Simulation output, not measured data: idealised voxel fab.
process module | voxel capacitor over wiring
cross-section cut | 240 nm wide | cells 5 nm
A cross-section is a grid of square cells, given in bands from the top down. A band is one or more rows of cells.
Each band's line starts with the height of the band's top and of its bottom, in nm. Then come its materials from left to right, each with its width in nm. One material with "throughout" fills the band from edge to edge. "air" is empty space.
Height 0 is the level under which the wafer as received is all one material. The lowest band goes on downwards, as in "0 down".
A width such as "30 to 40" changes by the same amount from each row of cells to the next, from the band's top row to its bottom row.
"no change" after a step means that no cell of the cross-section changed.
closed voids: empty space of 8 cells or more with no open way to the top, each as width x height at its distance from the left edge, in nm
after a step's settings: what the simulator itself notes on the step
overlay nm, on a step with a mask: how far to the right of its planned place the mask lay; to the left if negative
plan
1 op RECEIVE | material Si
2 op CONFORMAL_DEP | material SiO2 | thk nm 15
3 op DIRECTIONAL_DEP | material TiN | thk nm 5
4 op DIRECTIONAL_DEP | material Ru | thk nm 25
5 op DIRECTIONAL_DEP | material aC | thk nm 15
6 op PATTERN | tone cover | mask id METAL_1 | material resist | width nm 20 | pitch nm 75 | thk nm 35 | overlay nm 0
7 op DIRECTIONAL_ETCH | etch materials aC | depth nm 15
8 op STRIP | etch materials resist
9 op DIRECTIONAL_ETCH | etch materials Ru | depth nm 25
10 op DIRECTIONAL_ETCH | etch materials TiN | depth nm 5
11 op STRIP | etch materials aC
12 op CONFORMAL_DEP | material SiCN | thk nm 5
13 op FILL_DEP | material lowk | thk nm 5
14 op CMP | height nm 45
15 op CONFORMAL_DEP | material SiCN | thk nm 5
16 op DIRECTIONAL_DEP | material SiO2 | thk nm 15
17 op PATTERN | tone open | mask id PLUG_1 | material resist | width nm 15 | thk nm 20 | overlay nm 0
18 op DIRECTIONAL_ETCH | etch materials SiO2 | depth nm 15
19 op DIRECTIONAL_ETCH | etch materials SiCN | depth nm 5
20 op STRIP | etch materials resist
21 op CONFORMAL_DEP | material TiN | thk nm 5
22 op FILL_DEP | material Ru | thk nm 5
23 op CMP | height nm 65
24 op DIRECTIONAL_DEP | material TiN | thk nm 10
25 op DIRECTIONAL_DEP | material HfO2 | thk nm 5
26 op DIRECTIONAL_DEP | material TiN | thk nm 5
27 op MASKED_ETCH | tone cover | mask id UPPER_PLATE | width nm 60 | etch materials TiN | depth nm 5 | overlay nm 0
28 op MASKED_ETCH | tone cover | mask id UPPER_PLATE | width nm 60 | etch materials HfO2 | depth nm 5 | overlay nm 0
29 op PATTERN | tone cover | mask id LOWER_PLATE | material resist | width nm 70 | thk nm 15 | overlay nm 0
30 op DIRECTIONAL_ETCH | etch materials TiN | depth nm 10
31 op STRIP | etch materials resist
32 op FILL_DEP | material SiO2 | thk nm 20
33 op CMP | height nm 100
34 op DIRECTIONAL_DEP | material aC | thk nm 10
35 op PATTERN | tone open | mask id PLUG_2 | material resist | width nm 15 | thk nm 30 | overlay nm 0
36 op DIRECTIONAL_ETCH | etch materials aC | depth nm 10
37 op STRIP | etch materials resist
38 op DIRECTIONAL_ETCH | etch materials SiO2 | depth nm 15
39 op STRIP | etch materials aC
40 op CONFORMAL_DEP | material TiN | thk nm 5
41 op FILL_DEP | material W | thk nm 5
42 op CMP | height nm 100
43 op CONFORMAL_DEP | material SiCN | thk nm 5
as received, after step 1
  0 down: Si throughout
  closed voids: none
first wafer at the end, as planned
  105 to 100: SiCN throughout
  100 to 90: SiO2 85 | TiN 5 | W 5 | TiN 5 | SiO2 140
  90 to 80: SiO2 85 to 75 | TiN 15 to 60 | SiO2 140 to 105
  80 to 75: SiO2 75 | HfO2 60 | SiO2 105
  75 to 65: SiO2 70 | TiN 70 | SiO2 100
  65 to 50: SiO2 75 | TiN 5 | Ru 5 | TiN 5 | SiO2 150
  50 to 45: SiCN 75 | TiN 15 | SiCN 150
  45 to 20: lowk 65 | SiCN 5 | Ru 20 | SiCN 5 | lowk 45 | SiCN 5 | Ru 20 | SiCN 5 | lowk 70
  20 to 15: SiCN 70 | TiN 20 | SiCN 55 | TiN 20 | SiCN 75
  15 to 0: SiO2 throughout
  0 down: Si throughout
  closed voids: none
second wafer at the end: like start, like plan, one mistake
  105 to 100: SiCN throughout
  100 to 90: SiO2 85 | TiN 5 | W 5 | TiN 5 | SiO2 140
  90 to 80: SiO2 85 to 75 | TiN 15 to 60 | SiO2 140 to 105
  80 to 75: SiO2 75 | HfO2 60 | SiO2 105
  75 to 65: SiO2 70 | TiN 70 | SiO2 100
  65 to 50: SiO2 75 | TiN 5 | Ru 5 | TiN 5 | SiO2 150
  50 to 45: SiCN 75 | TiN 15 | SiCN 150
  45 to 20: aC 65 | SiCN 5 | Ru 20 | SiCN 5 | aC 45 | SiCN 5 | Ru 20 | SiCN 5 | aC 70
  20 to 15: SiCN 70 | TiN 20 | SiCN 55 | TiN 20 | SiCN 75
  15 to 0: SiO2 throughout
  0 down: Si throughout
  closed voids: none
what went wrong: step 13 ran as: op FILL_DEP | material aC | thk nm 5
at the end the second wafer has, in cells: 180 more of aC | 180 fewer of lowk
